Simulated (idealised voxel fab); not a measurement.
Documented hereafter: the process module known as voxel ribs on slabs.
Section cut is 185 nm wide and gridded with 5 nm square cells.
Cross-section layout: square cells on a grid; listed as bands, top to bottom; a band spans one or more cell rows.
Heads up on the band format: heights come first, top then bottom, in nm. After that it's the materials left to right, each with its width in nm. A single material flagged "throughout" fills the whole band edge to edge, and "empty" means there's empty space there.
Heights are measured from 0, the level below which the as-received wafer is all one material; the lowest band has no bottom and continues downward, written as in "0 nm and below".
Quick explanation for "30->40": the width changes in equal steps down the rows of cells, from the first number in the band's top row to the second number in its bottom row.
The designation "nothing was modified", where it is given for a processing step, indicates that no cell of the cross-section was altered in the course of that step.
Listed in "Listed closed voids": every empty space of 8 or more cells without an open way to the top. Form: width x height at distance, the distance being from the left edge, all in nm.
Read whatever lies past the settings on a step's line as the simulator's own remark about the step.
"overlay nm" answers the question of how far to the right of plan the mask lay on a step that has a mask, and when it is negative the answer is to the left.

Intended process steps
1 RECEIVE,material Si
2 DIRECTIONAL_DEP,material SiO2,thk nm 30
3 DIRECTIONAL_DEP,material SiN,thk nm 15
4 DIRECTIONAL_DEP,material aC,thk nm 15
5 PATTERN,tone cover,mask id RIB,material resist,width nm 30,thk nm 35,overlay nm 0
6 DIRECTIONAL_ETCH,etch materials aC,depth nm 15
7 STRIP,etch materials resist
8 DIRECTIONAL_ETCH,etch materials SiN,depth nm 5
9 STRIP,etch materials aC
10 DIRECTIONAL_DEP,material aC,thk nm 10
11 PATTERN,tone cover,mask id SLAB,material resist,width nm 80,thk nm 30,overlay nm 0
12 DIRECTIONAL_ETCH,etch materials aC,depth nm 10
13 STRIP,etch materials resist
14 DIRECTIONAL_ETCH,etch materials SiN,depth nm 10
15 STRIP,etch materials aC
16 FILL_DEP,material SiO2,thk nm 15
17 CMP,height nm 55
18 DIRECTIONAL_DEP,material W,thk nm 10
19 MASKED_ETCH,tone cover,mask id HEATER,width nm 40,etch materials W,depth nm 10,overlay nm 0
20 CONFORMAL_DEP,material SiN,thk nm 10

Cross-sectional view of the wafer in its as-received condition, corresponding to the state after step 1
- 0 nm and below: Si throughout
- Listed closed voids: none

The module was run from the start shown above using the plan shown above, but one mistake was made doing it; the resulting wafer cross-section is below
- 75 nm to 65 nm: empty 60 nm, SiN 60 nm, empty 65 nm
- 65 nm to 55 nm: SiN 70 nm, W 40 nm, SiN 75 nm
- 55 nm to 15 nm: SiO2 throughout
- 15 nm to 0 nm: SiN throughout
- 0 nm and below: Si throughout
- Listed closed voids: none
Short version of what went wrong: steps 2 and 3 traded places in the executed sequence
